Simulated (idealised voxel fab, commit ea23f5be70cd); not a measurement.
Name of the process module below: voxel self aligned contacts
Shown is cross-section cut, with a width of 270 nm and square cells of size 5 nm.
Cross-section format: a grid of square cells, given as bands from top to bottom; each band is one or more rows of cells.
Per band: top height and bottom height in nm, followed by the left-to-right materials and their widths in nm; "everywhere" marks a single material spanning edge to edge, "air" marks empty space.
Heights are expressed relative to 0, this being the level below which the as-received wafer comprises one material exclusively. The lowest band is unbounded in the downward direction and is denoted as in "0 and below".
Width spec "30 to 40" -> top row of cells at first value, bottom row at second value, equal per-row change in between.
You'll sometimes find "changes: none" written for a step, and that's the way of saying that nowhere in the cross-section did a cell change during that step.
For the entry "Sealed void listing", the listed items are empty spaces with no open way to the top whose size is 8 cells or more; each item follows the pattern width x height at distance, where distance is from the left edge and all three are in nm.
It should be noted that, on the line of a given step, the content following the step's settings is a remark produced by the simulator itself with respect to that step.
For masked steps, "overlay nm" on the step line gives how far right of plan the mask actually lay; a minus sign means it lay to the left.

# Steps in the process plan
| 1 | RECEIVE: material Si |
| 2 | CONFORMAL_DEP: material SiO2, thk nm 5 |
| 3 | DIRECTIONAL_DEP: material polySi, thk nm 25 |
| 4 | DIRECTIONAL_DEP: material SiN, thk nm 20 |
| 5 | MASKED_ETCH: tone cover, mask id GATE, width nm 25, pitch nm 65, etch materials SiN, depth nm 20, overlay nm 0 |
| 6 | MASKED_ETCH: tone cover, mask id GATE, width nm 25, pitch nm 65, etch materials polySi, depth nm 25, overlay nm 0 |
| 7 | CONFORMAL_DEP: material SiN, thk nm 10 |
| 8 | DIRECTIONAL_ETCH: etch materials SiN, depth nm 10 |
| 9 | FILL_DEP: material SiO2, thk nm 15 |
| 10 | CMP: height nm 55 |
| 11 | PATTERN: tone open, mask id CONTACT, material resist, width nm 50, pitch nm 65, thk nm 15, overlay nm 0 |
| 12 | DIRECTIONAL_ETCH: etch materials SiO2, depth nm 55 |
| 13 | STRIP: etch materials resist |
| 14 | CONFORMAL_DEP: material TiN, thk nm 5 |
| 15 | FILL_DEP: material W, thk nm 5 |
| 16 | CMP: height nm 55 |
| 17 | CONFORMAL_DEP: material SiN, thk nm 5 |

# Cross-section: wafer on arrival = after step 1
  0 and below  Si everywhere
  Sealed void listing: none

# The cross-section shown corresponds to the wafer at the conclusion of the module. The initial structure and the process plan are those presented above; however, one mistake occurred in executing the plan
  60 down to 55  SiN everywhere
  55 down to 50  SiO2 (45)  SiN (45)  TiN (20)  SiN (45)  TiN (20)  SiN (45)  SiO2 (50)
  50 down to 30  SiN everywhere
  30 down to 5  polySi everywhere
  5 down to 0  SiO2 everywhere
  0 and below  Si everywhere
  Sealed void listing: none
The plan and the run diverged here: the plan had its step 4 run twice
